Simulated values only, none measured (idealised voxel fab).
process module | voxel wiring stack
cross-section cut | 235 nm wide | cells 5 nm
A cross-section is a grid of square cells, given in bands from the top down. A band is one or more rows of cells.
Each band's line starts with the height of the band's top and of its bottom, in nm. Then come its materials from left to right, each with its width in nm. One material with "throughout" fills the band from edge to edge. "air" is empty space.
Height 0 is the level under which the wafer as received is all one material. The lowest band goes on downwards, as in "0 down".
A width such as "30 to 40" changes by the same amount from each row of cells to the next, from the band's top row to its bottom row.
"no change" after a step means that no cell of the cross-section changed.
closed voids: empty space of 8 cells or more with no open way to the top, each as width x height at its distance from the left edge, in nm
after a step's settings: what the simulator itself notes on the step
overlay nm, on a step with a mask: how far to the right of its planned place the mask lay; to the left if negative
plan
1 op RECEIVE | material Si
2 op CONFORMAL_DEP | material SiO2 | thk nm 10
3 op CONFORMAL_DEP | material SiCN | thk nm 5
4 op DIRECTIONAL_DEP | material lowk | thk nm 20
5 op DIRECTIONAL_DEP | material aC | thk nm 10
6 op PATTERN | tone open | mask id METAL_1 | material resist | width nm 20 | pitch nm 40 | thk nm 30 | overlay nm 0
7 op DIRECTIONAL_ETCH | etch materials aC | depth nm 10
8 op STRIP | etch materials resist
9 op DIRECTIONAL_ETCH | etch materials lowk | depth nm 20
10 op DIRECTIONAL_ETCH | etch materials SiCN | depth nm 5
11 op STRIP | etch materials aC
12 op CONFORMAL_DEP | material TiN | thk nm 5
13 op FILL_DEP | material Cu | thk nm 5
14 op CMP | height nm 25
15 op CONFORMAL_DEP | material SiCN | thk nm 5
16 op DIRECTIONAL_DEP | material lowk | thk nm 30
17 op MASKED_ETCH | tone open | mask id METAL_2_HOLES | width nm 15 | pitch nm 40 | etch materials lowk | depth nm 30 | overlay nm 0
18 op MASKED_ETCH | tone open | mask id METAL_2 | width nm 20 | pitch nm 40 | etch materials lowk | depth nm 20 | overlay nm 0
19 op MASKED_ETCH | tone open | mask id METAL_2 | width nm 20 | pitch nm 40 | etch materials SiCN | depth nm 5 | overlay nm 0
20 op CONFORMAL_DEP | material TiN | thk nm 5
21 op FILL_DEP | material Ru | thk nm 10
22 op CMP | height nm 70
23 op CONFORMAL_DEP | material SiCN | thk nm 5
varied across the wafers: height nm of step 14. The plan shows the first wafer's value. All wafers start alike
first wafer as received, after step 1
  0 down: Si throughout
  closed voids: none
first wafer at the end, after step 23
  75 to 70: SiCN throughout
  70 to 65: Ru throughout
  65 to 60: TiN 90 | Ru 10 | TiN 30 | Ru 10 | TiN 95
  60 to 45: lowk 85 | TiN 5 | Ru 10 | TiN 5 | lowk 20 | TiN 5 | Ru 10 | TiN 5 | lowk 90
  45 to 40: lowk 85 | TiN 5 | Ru 5 | TiN 10 | lowk 20 | TiN 5 | Ru 5 | TiN 10 | lowk 90
  40 to 30: lowk 85 | TiN 5 | Ru 5 | TiN 5 | lowk 25 | TiN 5 | Ru 5 | TiN 5 | lowk 95
  30 to 25: SiCN 85 | TiN 15 | SiCN 25 | TiN 15 | SiCN 95
  25 to 15: lowk 85 | TiN 5 | Cu 10 | TiN 5 | lowk 20 | TiN 5 | Cu 10 | TiN 5 | lowk 90
  15 to 10: SiCN 85 | TiN 20 | SiCN 20 | TiN 20 | SiCN 90
  10 to 0: SiO2 throughout
  0 down: Si throughout
  closed voids: none
last wafer at the end
  75 to 70: SiCN throughout
  70 to 60: lowk 85 | TiN 5 | Ru 10 to 5 | TiN 5 to 10 | lowk 20 | TiN 5 | Ru 10 to 5 | TiN 5 to 10 | lowk 90
  60 to 50: lowk 85 | TiN 5 | Ru 5 | TiN 5 | lowk 25 | TiN 5 | Ru 5 | TiN 5 | lowk 95
  50 to 45: SiCN 85 | TiN 15 | SiCN 25 | TiN 15 | SiCN 95
  45 to 40: Cu throughout
  40 to 35: TiN 90 | Cu 10 | TiN 30 | Cu 10 | TiN 95
  35 to 15: lowk 85 | TiN 5 | Cu 10 | TiN 5 | lowk 20 | TiN 5 | Cu 10 | TiN 5 | lowk 90
  15 to 10: SiCN 85 | TiN 20 | SiCN 20 | TiN 20 | SiCN 90
  10 to 0: SiO2 throughout
  0 down: Si throughout
  closed voids: none
each wafer at the end: cells of each material gained (+) or lost (-) since it was received, then its closed voids
height nm 25 | +8 Cu | +69 Ru | +127 SiCN | +94 SiO2 | +91 TiN | +316 lowk | closed voids: none
height nm 30 | +12 Cu | +22 Ru | +127 SiCN | +94 SiO2 | +95 TiN | +355 lowk | closed voids: none
height nm 35 | +16 Cu | +18 Ru | +127 SiCN | +94 SiO2 | +56 TiN | +394 lowk | closed voids: none
height nm 40 | +20 Cu | +14 Ru | +127 SiCN | +94 SiO2 | +95 TiN | +355 lowk | closed voids: none
height nm 45 | +67 Cu | +10 Ru | +127 SiCN | +94 SiO2 | +91 TiN | +316 lowk | closed voids: none
